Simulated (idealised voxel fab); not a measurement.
The following is a process module called voxel self aligned contacts.
cross-section cut | 245 nm wide | cells 5 nm
Notation: cross-section as square-cell grid; stated in bands, top first, going down; one or more cell rows per band.
The band entry comprises the height of the band's top followed by the height of its bottom, expressed in nm, and subsequently the band's materials from left to right, each stated together with its width in nm. Where a single material is marked with the word "all across", that material fills the band from edge to edge. The word "empty" represents empty space.
Counting heights begins at 0, where everything beneath is, in the wafer as received, one material. The lowest band has no bottom; it goes on downwards, as "0 -> down" shows.
Graded width ("30..40"): value in top row of band = first number; value in bottom row = second number; row-to-row change constant.
Any step labelled "identical to before" changed none of the cells in the cross-section.
The label "Closed void register" introduces a list of the empty spaces, 8 cells or larger, that have no open way up to the top; each entry in it reads width x height at distance, where the distance is taken from the left edge and all three are stated in nm.
It should be noted that, on the line of a given step, the content following the step's settings is a remark produced by the simulator itself with respect to that step.
When a step includes a mask, the "overlay nm" setting on its line states how far to the right of its planned place that mask lay, and negative values state how far to the left.

## Set out below are the planned steps of the process
| 1 | RECEIVE (material Si) |
| 2 | OXIDIZE (depth nm 5) |
| 3 | DIRECTIONAL_DEP (material polySi; thk nm 25) |
| 4 | DIRECTIONAL_DEP (material SiN; thk nm 15) |
| 5 | DIRECTIONAL_DEP (material aC; thk nm 15) |
| 6 | PATTERN (tone cover; mask id GATE; material resist; width nm 35; pitch nm 70; thk nm 35; overlay nm 0) |
| 7 | DIRECTIONAL_ETCH (etch materials aC; depth nm 15) |
| 8 | STRIP (etch materials resist) |
| 9 | DIRECTIONAL_ETCH (etch materials SiN; depth nm 15) |
| 10 | DIRECTIONAL_ETCH (etch materials polySi; depth nm 25) |
| 11 | STRIP (etch materials aC) |
| 12 | CONFORMAL_DEP (material SiN; thk nm 5) |
| 13 | DIRECTIONAL_ETCH (etch materials SiN; depth nm 5) |
| 14 | FILL_DEP (material SiO2; thk nm 10) |
| 15 | CMP (height nm 45) |
| 16 | PATTERN (tone open; mask id CONTACT; material resist; width nm 55; thk nm 15; overlay nm 0) |
| 17 | DIRECTIONAL_ETCH (etch materials SiO2; depth nm 50) |
| 18 | STRIP (etch materials resist) |
| 19 | CONFORMAL_DEP (material TiN; thk nm 5) |
| 20 | FILL_DEP (material W; thk nm 10) |
| 21 | CMP (height nm 45) |
| 22 | CONFORMAL_DEP (material SiN; thk nm 5) |

## Cross-section: wafer on arrival = after step 1
* 0 -> down = Si all across
* Closed void register: none

## Cross-section taken at module completion on the first of two wafers; processed per the plan
* 50 -> 45 = SiN all across
* 45 -> 40 = SiO2 95 nm, TiN 20 nm, W 15 nm, TiN 20 nm, SiO2 95 nm
* 40 -> 25 = SiO2 65 nm, SiN 45 nm, TiN 5 nm, W 15 nm, TiN 5 nm, SiN 45 nm, SiO2 65 nm
* 25 -> 0 = SiO2 65 nm, SiN 5 nm, polySi 35 nm, SiN 5 nm, TiN 5 nm, W 15 nm, TiN 5 nm, SiN 5 nm, polySi 35 nm, SiN 5 nm, SiO2 65 nm
* 0 -> -5 = SiO2 110 nm, TiN 25 nm, SiO2 110 nm
* -5 -> down = Si all across
* Closed void register: none

## What the second wafer looks like in cross-section once the module is done. Its start and its plan matched the first wafer's exactly; what differed was one mistake in how it was run
* 50 -> 45 = SiN all across
* 45 -> 40 = SiO2 95 nm, TiN 55 nm, SiO2 95 nm
* 40 -> 25 = SiN 75 nm, SiO2 20 nm, TiN 5 nm, SiN 45 nm, TiN 5 nm, SiO2 20 nm, SiN 75 nm
* 25 -> 0 = polySi 70 nm, SiN 5 nm, SiO2 20 nm, TiN 5 nm, SiN 5 nm, polySi 35 nm, SiN 5 nm, TiN 5 nm, SiO2 20 nm, SiN 5 nm, polySi 70 nm
* 0 -> -5 = SiO2 95 nm, TiN 5 nm, SiO2 45 nm, TiN 5 nm, SiO2 95 nm
* -5 -> down = Si all across
* Closed void register: none
It is concluded that the wafer was processed incorrectly with respect to the plan, in that the process deviated at step 6: the operation and settings actually run there were PATTERN (tone open; mask id GATE; material resist; width nm 35; pitch nm 70; thk nm 35; overlay nm 0)
End of process, cell counts, second wafer against first, materials with more or fewer: 63 more of SiN; 141 fewer of SiO2; 27 fewer of W; 105 more of polySi
